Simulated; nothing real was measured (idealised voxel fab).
Name of the process module below: voxel transistor to metal
Cross-sectional view cut (width: 150 nm; square cell size: 5 nm).
A cross-section is written here as square cells arranged in a grid, and it is given in bands from the top down, each band taking up one or more rows of cells. First you get the band's top height and its bottom height, in nm, and then the materials it's made of, left to right, with each width in nm. If you see a single material with "everywhere", that one covers the band edge to edge. "blank" is empty space. Heads up on the height convention: 0 is the point under which the incoming wafer is all one material, and the lowest band has no bottom, it just keeps going down, like "from 0 down". Note: "30->40" means the width goes from the first number (top row of the band) to the second number (bottom row) in equal steps per row of cells. Where the words "nothing was modified" appear for a step, the cross-section shows no cell changed by that step; every cell remained as before. In "Closed void register" the enclosed voids are listed, meaning empty spaces of 8 cells or larger without any opening to the top. The form is width x height at distance, distance from the left edge, units nm. Whatever follows a step's settings on its line is a remark the simulator itself makes about that step. overlay nm: mask right of planned place by this much (step with mask). Neg. = left.

BELOW IS THE LIST OF PLANNED PROCESS STEPS
1,RECEIVE: material Si
2,OXIDIZE: depth nm 5
3,CONFORMAL_DEP: material SiN, thk nm 15
4,PATTERN: tone cover, mask id ACTIVE, material resist, width nm 90, thk nm 20, overlay nm 0
5,DIRECTIONAL_ETCH: etch materials SiN, depth nm 15
6,DIRECTIONAL_ETCH: etch materials SiO2, depth nm 5
7,DIRECTIONAL_ETCH: etch materials Si, depth nm 25
8,STRIP: etch materials resist
9,FILL_DEP: material SiO2, thk nm 5
10,CMP: height nm 15
11,SELECTIVE_ETCH: etch materials SiO2, depth nm 15
12,STRIP: etch materials SiN
13,SELECTIVE_ETCH: etch materials SiO2, depth nm 5
14,OXIDIZE: depth nm 5
15,DIRECTIONAL_DEP: material polySi, thk nm 25
16,DIRECTIONAL_DEP: material SiCN, thk nm 15
17,MASKED_ETCH: tone cover, mask id GATE, width nm 15, etch materials SiCN, depth nm 25, overlay nm 0
18,MASKED_ETCH: tone cover, mask id GATE, width nm 20, etch materials polySi, depth nm 35, overlay nm 0
19,CONFORMAL_DEP: material SiN, thk nm 10
20,DIRECTIONAL_ETCH: etch materials SiN, depth nm 10
21,DIRECTIONAL_ETCH: etch materials SiO2, depth nm 5
22,DIRECTIONAL_ETCH: etch materials Si, depth nm 5
23,EPI: material SiGe, thk nm 10
24,FILL_DEP: material SiO2, thk nm 5
25,CMP: height nm 35
26,DIRECTIONAL_DEP: material SiO2, thk nm 15
27,PATTERN: tone open, mask id CONTACT, material resist, width nm 15, pitch nm 65, thk nm 20, overlay nm 0
28,DIRECTIONAL_ETCH: etch materials SiO2, depth nm 55
29,STRIP: etch materials resist
30,CONFORMAL_DEP: material TiN, thk nm 5
31,FILL_DEP: material W, thk nm 10
32,CMP: height nm 50
33,DIRECTIONAL_DEP: material TiN, thk nm 5
34,DIRECTIONAL_DEP: material Ru, thk nm 25
35,DIRECTIONAL_DEP: material aC, thk nm 10
36,PATTERN: tone cover, mask id METAL_1, material resist, width nm 15, pitch nm 65, thk nm 25, overlay nm 0
37,DIRECTIONAL_ETCH: etch materials aC, depth nm 10
38,STRIP: etch materials resist
39,DIRECTIONAL_ETCH: etch materials Ru, depth nm 25
40,DIRECTIONAL_ETCH: etch materials TiN, depth nm 5
41,STRIP: etch materials aC
42,CONFORMAL_DEP: material SiN, thk nm 5
43,FILL_DEP: material SiO2, thk nm 5
44,CMP: height nm 80
45,CONFORMAL_DEP: material SiCN, thk nm 5
46,DIRECTIONAL_DEP: material SiO2, thk nm 35
47,PATTERN: tone open, mask id METAL_2, material resist, width nm 15, pitch nm 65, thk nm 20, overlay nm 0
48,DIRECTIONAL_ETCH: etch materials SiO2, depth nm 20
49,STRIP: etch materials resist
50,PATTERN: tone open, mask id METAL_2_HOLES, material resist, width nm 15, pitch nm 65, thk nm 20, overlay nm 0
51,DIRECTIONAL_ETCH: etch materials SiO2, depth nm 15
52,DIRECTIONAL_ETCH: etch materials SiCN, depth nm 5
53,STRIP: etch materials resist
54,CONFORMAL_DEP: material TiN, thk nm 5
55,FILL_DEP: material Ru, thk nm 10
56,CMP: height nm 120
57,CONFORMAL_DEP: material SiN, thk nm 5
Quick note for whoever runs this: the wafers start identical, but the width nm at step 17 isn't the same across them. The plan just shows what the first wafer had.

RECEIVED CONDITION OF THE FIRST OF SEVERAL WAFERS, SECTIONED: POST-STEP 1
from 0 down | Si everywhere
Closed void register: none

BELOW IS A PER-WAFER TABLE. IN IT, EACH ROW DESCRIBES THE WAFER AT THE END OF THE MODULE BY GIVING, FOR EACH MATERIAL, THE NUMBER OF CELLS GAINED (+) OR LOST (-) SINCE THE WAFER WAS RECEIVED, AND AFTER THAT THE CLOSED VOIDS OF THE WAFER
width nm 15 | +44 Ru | -118 Si | +33 SiCN | +26 SiGe | +106 SiN | +535 SiO2 | +86 TiN | +18 W | +20 polySi | Closed void register: none
width nm 20 | +44 Ru | -118 Si | +36 SiCN | +26 SiGe | +106 SiN | +532 SiO2 | +86 TiN | +18 W | +20 polySi | Closed void register: none
width nm 25 | +44 Ru | -117 Si | +39 SiCN | +24 SiGe | +106 SiN | +526 SiO2 | +85 TiN | +18 W | +25 polySi | Closed void register: none
width nm 30 | +44 Ru | -116 Si | +42 SiCN | +22 SiGe | +106 SiN | +520 SiO2 | +84 TiN | +18 W | +30 polySi | Closed void register: none
width nm 35 | +44 Ru | -115 Si | +45 SiCN | +20 SiGe | +106 SiN | +521 SiO2 | +83 TiN | +11 W | +35 polySi | Closed void register: none
